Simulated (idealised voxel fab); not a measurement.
process module | voxel capacitor over wiring
cross-section cut | 270 nm wide | cells 5 nm
A cross-section is a grid of square cells, given in bands from the top down. A band is one or more rows of cells.
Each band's line starts with the height of the band's top and of its bottom, in nm. Then come its materials from left to right, each with its width in nm. One material with "throughout" fills the band from edge to edge. "air" is empty space.
Height 0 is the level under which the wafer as received is all one material. The lowest band goes on downwards, as in "0 down".
A width such as "30 to 40" changes by the same amount from each row of cells to the next, from the band's top row to its bottom row.
"no change" after a step means that no cell of the cross-section changed.
closed voids: empty space of 8 cells or more with no open way to the top, each as width x height at its distance from the left edge, in nm
after a step's settings: what the simulator itself notes on the step
overlay nm, on a step with a mask: how far to the right of its planned place the mask lay; to the left if negative
plan
1 op RECEIVE | material Si
2 op CONFORMAL_DEP | material SiO2 | thk nm 15
3 op CONFORMAL_DEP | material SiN | thk nm 5
4 op DIRECTIONAL_DEP | material lowk | thk nm 15
5 op PATTERN | tone open | mask id METAL_1 | material resist | width nm 25 | pitch nm 85 | thk nm 15 | overlay nm 0
6 op DIRECTIONAL_ETCH | etch materials lowk | depth nm 15
7 op DIRECTIONAL_ETCH | etch materials SiN | depth nm 5
8 op STRIP | etch materials resist
9 op CONFORMAL_DEP | material TiN | thk nm 5
10 op FILL_DEP | material Cu | thk nm 10
11 op CMP | height nm 35
12 op CONFORMAL_DEP | material SiCN | thk nm 5
13 op DIRECTIONAL_DEP | material lowk | thk nm 20
14 op PATTERN | tone open | mask id PLUG_1 | material resist | width nm 15 | thk nm 15 | overlay nm 0
15 op DIRECTIONAL_ETCH | etch materials lowk | depth nm 20
16 op DIRECTIONAL_ETCH | etch materials SiCN | depth nm 5
17 op STRIP | etch materials resist
18 op EPI | material Ru | thk nm 10
19 op EPI | material Ru | thk nm 10
20 op EPI | material Ru | thk nm 5
21 op DIRECTIONAL_DEP | material TiN | thk nm 5
22 op DIRECTIONAL_DEP | material HfO2 | thk nm 5
23 op DIRECTIONAL_DEP | material TiN | thk nm 10
24 op DIRECTIONAL_DEP | material aC | thk nm 10
25 op PATTERN | tone cover | mask id UPPER_PLATE | material resist | width nm 65 | thk nm 30 | overlay nm 0
26 op DIRECTIONAL_ETCH | etch materials aC | depth nm 10
27 op STRIP | etch materials resist
28 op DIRECTIONAL_ETCH | etch materials TiN | depth nm 10
29 op DIRECTIONAL_ETCH | etch materials HfO2 | depth nm 5
30 op STRIP | etch materials aC
31 op DIRECTIONAL_DEP | material aC | thk nm 15
32 op PATTERN | tone cover | mask id LOWER_PLATE | material resist | width nm 75 | thk nm 35 | overlay nm 0
33 op DIRECTIONAL_ETCH | etch materials aC | depth nm 15
34 op STRIP | etch materials resist
35 op DIRECTIONAL_ETCH | etch materials TiN | depth nm 5
36 op STRIP | etch materials aC
37 op FILL_DEP | material SiO2 | thk nm 20
38 op CMP | height nm 95
39 op DIRECTIONAL_DEP | material aC | thk nm 10
40 op PATTERN | tone open | mask id PLUG_2 | material resist | width nm 15 | thk nm 25 | overlay nm 0
41 op DIRECTIONAL_ETCH | etch materials aC | depth nm 10
42 op STRIP | etch materials resist
43 op DIRECTIONAL_ETCH | etch materials SiO2 | depth nm 15
44 op STRIP | etch materials aC
45 op CONFORMAL_DEP | material TiN | thk nm 5
46 op FILL_DEP | material Cu | thk nm 5
47 op CMP | height nm 95
48 op CONFORMAL_DEP | material SiCN | thk nm 5
as received, after step 1
  0 down: Si throughout
  closed voids: none
a wafer at the end: this start, this plan, one mistake
  100 to 95: SiCN throughout
  95 to 85: SiO2 100 | TiN 5 | Cu 5 | TiN 5 | SiO2 155
  85 to 80: SiO2 100 | TiN 15 | SiO2 155
  80 to 70: SiO2 95 | TiN 60 | SiO2 115
  70 to 65: SiO2 95 | HfO2 60 | SiO2 115
  65 to 60: SiO2 85 | TiN 75 | SiO2 110
  60 to 40: lowk 90 | Ru 15 | lowk 165
  40 to 35: SiCN 90 | Ru 15 | SiCN 165
  35 to 20: lowk 80 | TiN 5 | Cu 15 | TiN 5 | lowk 60 | TiN 5 | Cu 15 | TiN 5 | lowk 80
  20 to 15: SiN 80 | TiN 25 | SiN 60 | TiN 25 | SiN 80
  15 to 0: SiO2 throughout
  0 down: Si throughout
  closed voids: none
what went wrong: step 25 ran as: op PATTERN | tone cover | mask id UPPER_PLATE | material resist | width nm 60 | thk nm 30 | overlay nm 0
